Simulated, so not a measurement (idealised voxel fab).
process module | voxel plated lines
cross-section cut | 265 nm wide | cells 5 nm
A cross-section is a grid of square cells, given in bands from the top down. A band is one or more rows of cells.
Each band's line starts with the height of the band's top and of its bottom, in nm. Then come its materials from left to right, each with its width in nm. One material with "throughout" fills the band from edge to edge. "air" is empty space.
Height 0 is the level under which the wafer as received is all one material. The lowest band goes on downwards, as in "0 down".
A width such as "30 to 40" changes by the same amount from each row of cells to the next, from the band's top row to its bottom row.
"no change" after a step means that no cell of the cross-section changed.
closed voids: empty space of 8 cells or more with no open way to the top, each as width x height at its distance from the left edge, in nm
after a step's settings: what the simulator itself notes on the step
overlay nm, on a step with a mask: how far to the right of its planned place the mask lay; to the left if negative
Each pair below shows a cross-section before one step and the cross-section after it, down to the lowest band that changed. The line under each pair gives the step between them, with its settings. The pairs can come from different runs of this module on the same starting wafer, so a pair continues from the pair above only where its "before" says so.
before
  0 down: Si throughout
  closed voids: none
after
  5 to 0: SiO2 throughout
  below 0: unchanged
  closed voids: none
the step between: op CONFORMAL_DEP | material SiO2 | thk nm 5
before: the cross-section after the pair above
after
  10 to 5: TiN throughout
  below 5: unchanged
  closed voids: none
the step between: op DIRECTIONAL_DEP | material TiN | thk nm 5
before: the cross-section after the pair above
after
  35 to 10: resist 55 | air 20 | resist 25 | air 20 | resist 25 | air 20 | resist 25 | air 20 | resist 55
  below 10: unchanged
  closed voids: none
the step between: op PATTERN | tone open | mask id LINES | material resist | width nm 20 | pitch nm 45 | thk nm 25 | overlay nm 0
before: the cross-section after the pair above
after
  35 to 15: resist 55 | air 20 | resist 25 | air 20 | resist 25 | air 20 | resist 25 | air 20 | resist 55
  15 to 10: resist 55 | Ru 20 | resist 25 | Ru 20 | resist 25 | Ru 20 | resist 25 | Ru 20 | resist 55
  below 10: unchanged
  closed voids: none
the step between: op EPI | material Ru | thk nm 5
before: the cross-section after the pair above
after
  35 to 20: resist 55 | air 20 | resist 25 | air 20 | resist 25 | air 20 | resist 25 | air 20 | resist 55
  20 to 10: resist 55 | Ru 20 | resist 25 | Ru 20 | resist 25 | Ru 20 | resist 25 | Ru 20 | resist 55
  below 10: unchanged
  closed voids: none
the step between: op EPI | material Ru | thk nm 5
before: the cross-section after the pair above
after
  20 to 10: air 55 | Ru 20 | air 25 | Ru 20 | air 25 | Ru 20 | air 25 | Ru 20 | air 55
  below 10: unchanged
  closed voids: none
the step between: op STRIP | etch materials resist
before: the cross-section after the pair above
after
  20 to 10: air 55 | Ru 20 | air 25 | Ru 20 | air 25 | Ru 20 | air 25 | Ru 20 | air 55
  10 to 5: air 55 | TiN 20 | air 25 | TiN 20 | air 25 | TiN 20 | air 25 | TiN 20 | air 55
  below 5: unchanged
  closed voids: none
the step between: op DIRECTIONAL_ETCH | etch materials TiN | depth nm 5
before: the cross-section after the pair above
after
  25 to 20: air 50 | SiN 30 | air 15 | SiN 30 | air 15 | SiN 30 | air 15 | SiN 30 | air 50
  20 to 10: air 50 | SiN 5 | Ru 20 | SiN 5 | air 15 | SiN 5 | Ru 20 | SiN 5 | air 15 | SiN 5 | Ru 20 | SiN 5 | air 15 | SiN 5 | Ru 20 | SiN 5 | air 50
  10 to 5: SiN 55 | TiN 20 | SiN 25 | TiN 20 | SiN 25 | TiN 20 | SiN 25 | TiN 20 | SiN 55
  below 5: unchanged
  closed voids: none
the step between: op CONFORMAL_DEP | material SiN | thk nm 5
before
  10 to 5: TiN throughout
  5 to 0: SiO2 throughout
  0 down: Si throughout
  closed voids: none
after
  15 to 10: Ru throughout
  below 10: unchanged
  closed voids: none
the step between: op EPI | material Ru | thk nm 5
before: the cross-section after the pair above
after
  40 to 15: resist 55 | air 20 | resist 25 | air 20 | resist 25 | air 20 | resist 25 | air 20 | resist 55
  below 15: unchanged
  closed voids: none
the step between: op PATTERN | tone open | mask id LINES | material resist | width nm 20 | pitch nm 45 | thk nm 25 | overlay nm 0
before: the cross-section after the pair above
after
  40 to 20: resist 55 | air 20 | resist 25 | air 20 | resist 25 | air 20 | resist 25 | air 20 | resist 55
  20 to 15: resist 55 | Ru 20 | resist 25 | Ru 20 | resist 25 | Ru 20 | resist 25 | Ru 20 | resist 55
  below 15: unchanged
  closed voids: none
the step between: op EPI | material Ru | thk nm 5
before: the cross-section after the pair above
after
  20 to 15: air 55 | Ru 20 | air 25 | Ru 20 | air 25 | Ru 20 | air 25 | Ru 20 | air 55
  below 15: unchanged
  closed voids: none
the step between: op STRIP | etch materials resist
before: the cross-section after the pair above
after
  25 to 20: air 50 | SiN 30 | air 15 | SiN 30 | air 15 | SiN 30 | air 15 | SiN 30 | air 50
  20 to 15: SiN 55 | Ru 20 | SiN 25 | Ru 20 | SiN 25 | Ru 20 | SiN 25 | Ru 20 | SiN 55
  below 15: unchanged
  closed voids: none
the step between: op CONFORMAL_DEP | material SiN | thk nm 5
before
  5 to 0: SiO2 throughout
  0 down: Si throughout
  closed voids: none
after
  20 to 5: TiN throughout
  below 5: unchanged
  closed voids: none
the step between: op DIRECTIONAL_DEP | material TiN | thk nm 15
before: the cross-section after the pair above
after
  45 to 20: resist 55 | air 20 | resist 25 | air 20 | resist 25 | air 20 | resist 25 | air 20 | resist 55
  below 20: unchanged
  closed voids: none
the step between: op PATTERN | tone open | mask id LINES | material resist | width nm 20 | pitch nm 45 | thk nm 25 | overlay nm 0
before: the cross-section after the pair above
after
  45 to 25: resist 55 | air 20 | resist 25 | air 20 | resist 25 | air 20 | resist 25 | air 20 | resist 55
  25 to 20: resist 55 | Ru 20 | resist 25 | Ru 20 | resist 25 | Ru 20 | resist 25 | Ru 20 | resist 55
  below 20: unchanged
  closed voids: none
the step between: op EPI | material Ru | thk nm 5
before: the cross-section after the pair above
after
  45 to 30: resist 55 | air 20 | resist 25 | air 20 | resist 25 | air 20 | resist 25 | air 20 | resist 55
  30 to 20: resist 55 | Ru 20 | resist 25 | Ru 20 | resist 25 | Ru 20 | resist 25 | Ru 20 | resist 55
  below 20: unchanged
  closed voids: none
the step between: op EPI | material Ru | thk nm 5
before: the cross-section after the pair above
after
  30 to 20: air 55 | Ru 20 | air 25 | Ru 20 | air 25 | Ru 20 | air 25 | Ru 20 | air 55
  below 20: unchanged
  closed voids: none
the step between: op STRIP | etch materials resist
before: the cross-section after the pair above
after
  30 to 20: air 55 | Ru 20 | air 25 | Ru 20 | air 25 | Ru 20 | air 25 | Ru 20 | air 55
  20 to 15: air 55 | TiN 20 | air 25 | TiN 20 | air 25 | TiN 20 | air 25 | TiN 20 | air 55
  below 15: unchanged
  closed voids: none
the step between: op DIRECTIONAL_ETCH | etch materials TiN | depth nm 5
before: the cross-section after the pair above
after
  35 to 30: air 50 | SiN 30 | air 15 | SiN 30 | air 15 | SiN 30 | air 15 | SiN 30 | air 50
  30 to 20: air 50 | SiN 5 | Ru 20 | SiN 5 | air 15 | SiN 5 | Ru 20 | SiN 5 | air 15 | SiN 5 | Ru 20 | SiN 5 | air 15 | SiN 5 | Ru 20 | SiN 5 | air 50
  20 to 15: SiN 55 | TiN 20 | SiN 25 | TiN 20 | SiN 25 | TiN 20 | SiN 25 | TiN 20 | SiN 55
  below 15: unchanged
  closed voids: none
the step between: op CONFORMAL_DEP | material SiN | thk nm 5
before
  10 to 5: TiN throughout
  5 to 0: SiO2 throughout
  0 down: Si throughout
  closed voids: none
after
  35 to 10: resist 55 | air 25 | resist 20 | air 25 | resist 20 | air 25 | resist 20 | air 25 | resist 50
  below 10: unchanged
  closed voids: none
the step between: op PATTERN | tone open | mask id LINES | material resist | width nm 25 | pitch nm 45 | thk nm 25 | overlay nm 0
before: the cross-section after the pair above
after
  35 to 15: resist 55 | air 25 | resist 20 | air 25 | resist 20 | air 25 | resist 20 | air 25 | resist 50
  15 to 10: resist 55 | Ru 25 | resist 20 | Ru 25 | resist 20 | Ru 25 | resist 20 | Ru 25 | resist 50
  below 10: unchanged
  closed voids: none
the step between: op EPI | material Ru | thk nm 5
before: the cross-section after the pair above
after
  35 to 20: resist 55 | air 25 | resist 20 | air 25 | resist 20 | air 25 | resist 20 | air 25 | resist 50
  20 to 10: resist 55 | Ru 25 | resist 20 | Ru 25 | resist 20 | Ru 25 | resist 20 | Ru 25 | resist 50
  below 10: unchanged
  closed voids: none
the step between: op EPI | material Ru | thk nm 5
before: the cross-section after the pair above
after
  20 to 10: air 55 | Ru 25 | air 20 | Ru 25 | air 20 | Ru 25 | air 20 | Ru 25 | air 50
  below 10: unchanged
  closed voids: none
the step between: op STRIP | etch materials resist
before: the cross-section after the pair above
after
  20 to 10: air 55 | Ru 25 | air 20 | Ru 25 | air 20 | Ru 25 | air 20 | Ru 25 | air 50
  10 to 5: air 55 | TiN 25 | air 20 | TiN 25 | air 20 | TiN 25 | air 20 | TiN 25 | air 50
  below 5: unchanged
  closed voids: none
the step between: op DIRECTIONAL_ETCH | etch materials TiN | depth nm 5
before: the cross-section after the pair above
after
  25 to 20: air 50 | SiN 35 | air 10 | SiN 35 | air 10 | SiN 35 | air 10 | SiN 35 | air 45
  20 to 10: air 50 | SiN 5 | Ru 25 | SiN 5 | air 10 | SiN 5 | Ru 25 | SiN 5 | air 10 | SiN 5 | Ru 25 | SiN 5 | air 10 | SiN 5 | Ru 25 | SiN 5 | air 45
  10 to 5: SiN 55 | TiN 25 | SiN 20 | TiN 25 | SiN 20 | TiN 25 | SiN 20 | TiN 25 | SiN 50
  below 5: unchanged
  closed voids: none
the step between: op CONFORMAL_DEP | material SiN | thk nm 5
before
  10 to 5: TiN throughout
  5 to 0: SiO2 throughout
  0 down: Si throughout
  closed voids: none
after
  35 to 10: resist 60 | air 20 | resist 25 | air 20 | resist 25 | air 20 | resist 25 | air 20 | resist 50
  below 10: unchanged
  closed voids: none
the step between: op PATTERN | tone open | mask id LINES | material resist | width nm 20 | pitch nm 45 | thk nm 25 | overlay nm 5
before: the cross-section after the pair above
after
  35 to 15: resist 60 | air 20 | resist 25 | air 20 | resist 25 | air 20 | resist 25 | air 20 | resist 50
  15 to 10: resist 60 | Ru 20 | resist 25 | Ru 20 | resist 25 | Ru 20 | resist 25 | Ru 20 | resist 50
  below 10: unchanged
  closed voids: none
the step between: op EPI | material Ru | thk nm 5
before: the cross-section after the pair above
after
  35 to 20: resist 60 | air 20 | resist 25 | air 20 | resist 25 | air 20 | resist 25 | air 20 | resist 50
  20 to 10: resist 60 | Ru 20 | resist 25 | Ru 20 | resist 25 | Ru 20 | resist 25 | Ru 20 | resist 50
  below 10: unchanged
  closed voids: none
the step between: op EPI | material Ru | thk nm 5
before: the cross-section after the pair above
after
  20 to 10: air 60 | Ru 20 | air 25 | Ru 20 | air 25 | Ru 20 | air 25 | Ru 20 | air 50
  below 10: unchanged
  closed voids: none
the step between: op STRIP | etch materials resist
before: the cross-section after the pair above
after
  20 to 10: air 60 | Ru 20 | air 25 | Ru 20 | air 25 | Ru 20 | air 25 | Ru 20 | air 50
  10 to 5: air 60 | TiN 20 | air 25 | TiN 20 | air 25 | TiN 20 | air 25 | TiN 20 | air 50
  below 5: unchanged
  closed voids: none
the step between: op DIRECTIONAL_ETCH | etch materials TiN | depth nm 5
before: the cross-section after the pair above
after
  25 to 20: air 55 | SiN 30 | air 15 | SiN 30 | air 15 | SiN 30 | air 15 | SiN 30 | air 45
  20 to 10: air 55 | SiN 5 | Ru 20 | SiN 5 | air 15 | SiN 5 | Ru 20 | SiN 5 | air 15 | SiN 5 | Ru 20 | SiN 5 | air 15 | SiN 5 | Ru 20 | SiN 5 | air 45
  10 to 5: SiN 60 | TiN 20 | SiN 25 | TiN 20 | SiN 25 | TiN 20 | SiN 25 | TiN 20 | SiN 50
  below 5: unchanged
  closed voids: none
the step between: op CONFORMAL_DEP | material SiN | thk nm 5
before
  5 to 0: SiO2 throughout
  0 down: Si throughout
  closed voids: none
after
  10 to 5: Ru throughout
  below 5: unchanged
  closed voids: none
the step between: op DIRECTIONAL_DEP | material Ru | thk nm 5
before: the cross-section after the pair above
after
  35 to 10: resist 55 | air 20 | resist 25 | air 20 | resist 25 | air 20 | resist 25 | air 20 | resist 55
  below 10: unchanged
  closed voids: none
the step between: op PATTERN | tone open | mask id LINES | material resist | width nm 20 | pitch nm 45 | thk nm 25 | overlay nm 0
before: the cross-section after the pair above
after
  35 to 15: resist 55 | air 20 | resist 25 | air 20 | resist 25 | air 20 | resist 25 | air 20 | resist 55
  15 to 10: resist 55 | Ru 20 | resist 25 | Ru 20 | resist 25 | Ru 20 | resist 25 | Ru 20 | resist 55
  below 10: unchanged
  closed voids: none
the step between: op EPI | material Ru | thk nm 5
before: the cross-section after the pair above
after
  35 to 20: resist 55 | air 20 | resist 25 | air 20 | resist 25 | air 20 | resist 25 | air 20 | resist 55
  20 to 10: resist 55 | Ru 20 | resist 25 | Ru 20 | resist 25 | Ru 20 | resist 25 | Ru 20 | resist 55
  below 10: unchanged
  closed voids: none
the step between: op EPI | material Ru | thk nm 5
before: the cross-section after the pair above
after
  20 to 10: air 55 | Ru 20 | air 25 | Ru 20 | air 25 | Ru 20 | air 25 | Ru 20 | air 55
  below 10: unchanged
  closed voids: none
the step between: op STRIP | etch materials resist
before: the cross-section after the pair above
after
  25 to 20: air 50 | SiN 30 | air 15 | SiN 30 | air 15 | SiN 30 | air 15 | SiN 30 | air 50
  20 to 15: air 50 | SiN 5 | Ru 20 | SiN 5 | air 15 | SiN 5 | Ru 20 | SiN 5 | air 15 | SiN 5 | Ru 20 | SiN 5 | air 15 | SiN 5 | Ru 20 | SiN 5 | air 50
  15 to 10: SiN 55 | Ru 20 | SiN 25 | Ru 20 | SiN 25 | Ru 20 | SiN 25 | Ru 20 | SiN 55
  below 10: unchanged
  closed voids: none
the step between: op CONFORMAL_DEP | material SiN | thk nm 5
before
  10 to 5: TiN throughout
  5 to 0: SiO2 throughout
  0 down: Si throughout
  closed voids: none
after
  35 to 10: air 55 | resist 20 | air 25 | resist 20 | air 25 | resist 20 | air 25 | resist 20 | air 55
  below 10: unchanged
  closed voids: none
the step between: op PATTERN | tone cover | mask id LINES | material resist | width nm 20 | pitch nm 45 | thk nm 25 | overlay nm 0
before: the cross-section after the pair above
after
  35 to 15: air 55 | resist 20 | air 25 | resist 20 | air 25 | resist 20 | air 25 | resist 20 | air 55
  15 to 10: Ru 55 | resist 20 | Ru 25 | resist 20 | Ru 25 | resist 20 | Ru 25 | resist 20 | Ru 55
  below 10: unchanged
  closed voids: none
the step between: op EPI | material Ru | thk nm 5
before: the cross-section after the pair above
after
  35 to 20: air 55 | resist 20 | air 25 | resist 20 | air 25 | resist 20 | air 25 | resist 20 | air 55
  20 to 10: Ru 55 | resist 20 | Ru 25 | resist 20 | Ru 25 | resist 20 | Ru 25 | resist 20 | Ru 55
  below 10: unchanged
  closed voids: none
the step between: op EPI | material Ru | thk nm 5
before: the cross-section after the pair above
after
  20 to 10: Ru 55 | air 20 | Ru 25 | air 20 | Ru 25 | air 20 | Ru 25 | air 20 | Ru 55
  below 10: unchanged
  closed voids: none
the step between: op STRIP | etch materials resist
before: the cross-section after the pair above
after
  20 to 10: Ru 55 | air 20 | Ru 25 | air 20 | Ru 25 | air 20 | Ru 25 | air 20 | Ru 55
  10 to 5: TiN 55 | air 20 | TiN 25 | air 20 | TiN 25 | air 20 | TiN 25 | air 20 | TiN 55
  below 5: unchanged
  closed voids: none
the step between: op DIRECTIONAL_ETCH | etch materials TiN | depth nm 5
before: the cross-section after the pair above
after
  25 to 20: SiN 60 | air 10 | SiN 35 | air 10 | SiN 35 | air 10 | SiN 35 | air 10 | SiN 60
  20 to 10: Ru 55 | SiN 5 | air 10 | SiN 5 | Ru 25 | SiN 5 | air 10 | SiN 5 | Ru 25 | SiN 5 | air 10 | SiN 5 | Ru 25 | SiN 5 | air 10 | SiN 5 | Ru 55
  10 to 5: TiN 55 | SiN 20 | TiN 25 | SiN 20 | TiN 25 | SiN 20 | TiN 25 | SiN 20 | TiN 55
  below 5: unchanged
  closed voids: none
the step between: op CONFORMAL_DEP | material SiN | thk nm 5
